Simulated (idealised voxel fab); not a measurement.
Proc. module: voxel gate over fins
The figure presents cross-section cut, which has a width of 295 nm and is divided into square cells with an edge length of 5 nm.
Just so we're on the same page, the cross-sections are grids of square cells, and they're listed out in bands top to bottom, each band one or more rows deep. What a band's entry tells you: where the top is and where the bottom is, as heights in nm, and after that what lies inside, material by material from left to right, each with its width in nm. Empty space is written as the word "empty", and a single material marked with the word "all across" occupies the band from edge to edge. Heads up on the height convention: 0 is the point under which the incoming wafer is all one material, and the lowest band has no bottom, it just keeps going down, like "z 0 and below". When a width is written as two numbers, as in "30 to 40", the first number is the width in the top row of cells of the band and the second is the width in its bottom row, and the width changes by the same amount from each row to the next. Any step labelled "all unchanged" changed none of the cells in the cross-section. Look at "Sealed internal voids" for the closed voids: empty spaces with no open path to the top, sized 8 cells or up. Each is width x height at distance, distance from the left edge, all nm. If you see something after the settings on a step's line, that's the simulator's own remark about that step. When a step includes a mask, the "overlay nm" setting on its line states how far to the right of its planned place that mask lay, and negative values state how far to the left.
### These are the steps we planned for the process
step 1: RECEIVE (material Si)
step 2: CONFORMAL_DEP (material SiN; thk nm 10)
step 3: MASKED_ETCH (tone cover; mask id FINS; width nm 15; pitch nm 55; etch materials SiN; depth nm 10; overlay nm 0)
step 4: MASKED_ETCH (tone cover; mask id FINS; width nm 15; pitch nm 55; etch materials Si; depth nm 30; overlay nm 0)
step 5: OXIDIZE (depth nm 5)
step 6: FILL_DEP (material SiO2; thk nm 5)
step 7: CMP (height nm 10)
step 8: MASKED_ETCH (tone open; mask id RAIL; width nm 15; etch materials SiO2; depth nm 35; overlay nm 0)
step 9: CONFORMAL_DEP (material TiN; thk nm 5)
step 10: FILL_DEP (material W; thk nm 10)
step 11: CMP (height nm 10)
step 12: SELECTIVE_ETCH (etch materials W Ru TiN; depth nm 30)
step 13: FILL_DEP (material SiO2; thk nm 5)
step 14: CMP (height nm 10)
step 15: SELECTIVE_ETCH (etch materials SiO2; depth nm 15)
step 16: STRIP (etch materials SiN)
step 17: CONFORMAL_DEP (material HfO2; thk nm 5)
step 18: CONFORMAL_DEP (material TiN; thk nm 5)
step 19: FILL_DEP (material W; thk nm 10)
step 20: CMP (height nm 15)
step 21: CONFORMAL_DEP (material SiN; thk nm 5)
Keep in mind the plan's value for the depth nm of step 15 comes from the first wafer; the wafers don't share that setting, but they do share the same starting point.
### Cross-section of the first of several wafers on receipt, reflecting completion of step 1
	z 0 and below = Si all across
	Sealed internal voids: none
### wafer rows; end of module; cells per material since receipt: (+) gained, (-) lost; then closed voids
depth nm 15, +63 HfO2, -399 Si, +59 SiN, +339 SiO2, +66 TiN, +108 W, Sealed internal voids: none
depth nm 20, +67 HfO2, -399 Si, +59 SiN, +282 SiO2, +70 TiN, +157 W, Sealed internal voids: none
depth nm 25, +71 HfO2, -399 Si, +59 SiN, +225 SiO2, +74 TiN, +206 W, Sealed internal voids: none
depth nm 30, +75 HfO2, -399 Si, +59 SiN, +168 SiO2, +78 TiN, +255 W, Sealed internal voids: none
depth nm 35, +81 HfO2, -399 Si, +59 SiN, +114 SiO2, +83 TiN, +298 W, Sealed internal voids: none
depth nm 40, +89 HfO2, -399 Si, +59 SiN, +58 SiO2, +88 TiN, +341 W, Sealed internal voids: none
